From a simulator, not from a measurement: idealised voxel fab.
Herein follows the process module entitled voxel ribs on slabs.
Shown is cross-section cut, with a width of 235 nm and square cells of size 5 nm.
This document writes a cross-section as a grid whose cells are square, and gives it as bands, listed from the top down; one or more rows of cells form a band.
Heads up on the band format: heights come first, top then bottom, in nm. After that it's the materials left to right, each with its width in nm. A single material flagged "everywhere" fills the whole band edge to edge, and "blank" means there's empty space there.
Zero point of the height axis is 0; under it, received wafer = one material. Lowest band: continues down indefinitely, "z 0 and below".
Think of "30 to 40" as a width that walks from the first number to the second as you go down the band, top row to bottom row, taking equal-sized steps from row to row.
You'll sometimes find "all unchanged" written for a step, and that's the way of saying that nowhere in the cross-section did a cell change during that step.
Enclosed voids (no open way to top), threshold 8 cells or more, entry "Entrapped voids", notation width x height at distance, distance from left edge, nm.
What comes after the settings on a step's line is commentary from the simulator itself on that step.
"overlay nm" answers the question of how far to the right of plan the mask lay on a step that has a mask, and when it is negative the answer is to the left.
# Set out below are the planned steps of the process
1: RECEIVE with material Si
2: DIRECTIONAL_DEP with material SiO2, thk nm 25
3: DIRECTIONAL_DEP with material polySi, thk nm 20
4: DIRECTIONAL_DEP with material aC, thk nm 10
5: PATTERN with tone cover, mask id RIB, material resist, width nm 30, thk nm 25, overlay nm 0
6: DIRECTIONAL_ETCH with etch materials aC, depth nm 10
7: STRIP with etch materials resist
8: DIRECTIONAL_ETCH with etch materials polySi, depth nm 10
9: STRIP with etch materials aC
10: MASKED_ETCH with tone cover, mask id SLAB, width nm 80, etch materials polySi, depth nm 10, overlay nm 0
11: FILL_DEP with material SiO2, thk nm 25
12: CMP with height nm 60
13: DIRECTIONAL_DEP with material TiN, thk nm 5
14: PATTERN with tone cover, mask id HEATER, material resist, width nm 40, thk nm 15, overlay nm 0
15: DIRECTIONAL_ETCH with etch materials TiN, depth nm 5
16: STRIP with etch materials resist
17: CONFORMAL_DEP with material SiO2, thk nm 5
# as received, after step 1
> z 0 and below | Si everywhere
> Entrapped voids: none
# Result of the module, cross-sectioned: start per above, plan per above, one error in how it was run
> z 65 to 60 | 95 blank / 40 TiN / 100 blank
> z 60 to 45 | SiO2 everywhere
> z 45 to 35 | 100 SiO2 / 30 polySi / 105 SiO2
> z 35 to 25 | 75 SiO2 / 80 polySi / 80 SiO2
> z 25 to 0 | SiO2 everywhere
> z 0 and below | Si everywhere
> Entrapped voids: none
The plan and the run diverged here: the plan's step 17 went unexecuted, having been skipped
